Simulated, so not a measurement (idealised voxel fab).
process module | voxel gate over fins
cross-section cut | 300 nm wide | cells 5 nm
A cross-section is a grid of square cells, given in bands from the top down. A band is one or more rows of cells.
Each band's line starts with the height of the band's top and of its bottom, in nm. Then come its materials from left to right, each with its width in nm. One material with "throughout" fills the band from edge to edge. "air" is empty space.
Height 0 is the level under which the wafer as received is all one material. The lowest band goes on downwards, as in "0 down".
A width such as "30 to 40" changes by the same amount from each row of cells to the next, from the band's top row to its bottom row.
"no change" after a step means that no cell of the cross-section changed.
closed voids: empty space of 8 cells or more with no open way to the top, each as width x height at its distance from the left edge, in nm
after a step's settings: what the simulator itself notes on the step
overlay nm, on a step with a mask: how far to the right of its planned place the mask lay; to the left if negative
plan
1 op RECEIVE | material Si
2 op CONFORMAL_DEP | material SiN | thk nm 5
3 op DIRECTIONAL_DEP | material aC | thk nm 10
4 op PATTERN | tone cover | mask id FINS | material resist | width nm 15 | pitch nm 40 | thk nm 30 | overlay nm 0
5 op DIRECTIONAL_ETCH | etch materials aC | depth nm 10
6 op STRIP | etch materials resist
7 op DIRECTIONAL_ETCH | etch materials SiN | depth nm 5
8 op DIRECTIONAL_ETCH | etch materials Si | depth nm 30
9 op STRIP | etch materials aC
10 op OXIDIZE | depth nm 5
11 op FILL_DEP | material SiO2 | thk nm 10
12 op CMP | height nm 5
13 op SELECTIVE_ETCH | etch materials SiO2 | depth nm 20
14 op STRIP | etch materials SiN
15 op CONFORMAL_DEP | material HfO2 | thk nm 5
16 op CONFORMAL_DEP | material TiN | thk nm 5
17 op CONFORMAL_DEP | material TiAl | thk nm 5
18 op CONFORMAL_DEP | material TiN | thk nm 5
19 op FILL_DEP | material W | thk nm 15
20 op CMP | height nm 30
21 op CONFORMAL_DEP | material SiCN | thk nm 5
as received, after step 1
  0 down: Si throughout
  closed voids: none
first wafer at the end, as planned
  35 to 30: SiCN throughout
  30 to 20: W throughout
  20 to 15: W 85 | TiN 125 | W 90
  15 to 10: W 85 | TiN 5 | TiAl 35 | TiN 5 | TiAl 35 | TiN 5 | TiAl 35 | TiN 5 | W 90
  10 to 5: W 85 | TiN 5 | TiAl 5 | TiN 25 | TiAl 5 | TiN 5 | TiAl 5 | TiN 25 | TiAl 5 | TiN 5 | TiAl 5 | TiN 25 | TiAl 5 | TiN 5 | W 90
  5 to 0: TiN 90 | TiAl 5 | TiN 5 | HfO2 15 | TiN 5 | TiAl 5 | TiN 5 | TiAl 5 | TiN 5 | HfO2 15 | TiN 5 | TiAl 5 | TiN 5 | TiAl 5 | TiN 5 | HfO2 15 | TiN 5 | TiAl 5 | TiN 95
  0 to -5: TiAl 95 | TiN 5 | HfO2 5 | Si 5 | HfO2 5 | TiN 5 | TiAl 15 | TiN 5 | HfO2 5 | Si 5 | HfO2 5 | TiN 5 | TiAl 15 | TiN 5 | HfO2 5 | Si 5 | HfO2 5 | TiN 5 | TiAl 100
  -5 to -10: TiN 100 | HfO2 5 | Si 5 | HfO2 5 | TiN 25 | HfO2 5 | Si 5 | HfO2 5 | TiN 25 | HfO2 5 | Si 5 | HfO2 5 | TiN 105
  -10 to -15: HfO2 105 | Si 5 | HfO2 35 | Si 5 | HfO2 35 | Si 5 | HfO2 110
  -15 to -35: SiO2 105 | Si 5 | SiO2 35 | Si 5 | SiO2 35 | Si 5 | SiO2 110
  -35 down: Si throughout
  closed voids: none
second wafer at the end: like start, like plan, one mistake
  35 to 30: SiCN throughout
  30 to 20: W throughout
  20 to 15: W 80 | TiN 135 | W 85
  15 to 10: W 80 | TiN 5 | TiAl 125 | TiN 5 | W 85
  10 to 5: W 80 | TiN 5 | TiAl 5 | TiN 35 | TiAl 5 | TiN 35 | TiAl 5 | TiN 35 | TiAl 5 | TiN 5 | W 85
  5 to 0: TiN 85 | TiAl 5 | TiN 5 | HfO2 25 | TiN 5 | TiAl 5 | TiN 5 | HfO2 25 | TiN 5 | TiAl 5 | TiN 5 | HfO2 25 | TiN 5 | TiAl 5 | TiN 90
  0 to -5: TiAl 90 | TiN 5 | HfO2 5 | Si 15 | HfO2 5 | TiN 5 | TiAl 5 | TiN 5 | HfO2 5 | Si 15 | HfO2 5 | TiN 5 | TiAl 5 | TiN 5 | HfO2 5 | Si 15 | HfO2 5 | TiN 5 | TiAl 95
  -5 to -10: TiN 95 | HfO2 5 | Si 15 | HfO2 5 | TiN 15 | HfO2 5 | Si 15 | HfO2 5 | TiN 15 | HfO2 5 | Si 15 | HfO2 5 | TiN 100
  -10 to -15: HfO2 100 | Si 15 | HfO2 25 | Si 15 | HfO2 25 | Si 15 | HfO2 105
  -15 to -35: SiO2 100 | Si 15 | SiO2 25 | Si 15 | SiO2 25 | Si 15 | SiO2 105
  -35 down: Si throughout
  closed voids: none
what went wrong: step 4 ran as: op PATTERN | tone cover | mask id FINS | material resist | width nm 25 | pitch nm 40 | thk nm 30 | overlay nm 0
at the end the second wafer has, in cells: 42 more of Si | 24 fewer of SiO2 | 6 fewer of TiAl | 6 fewer of TiN | 6 fewer of W
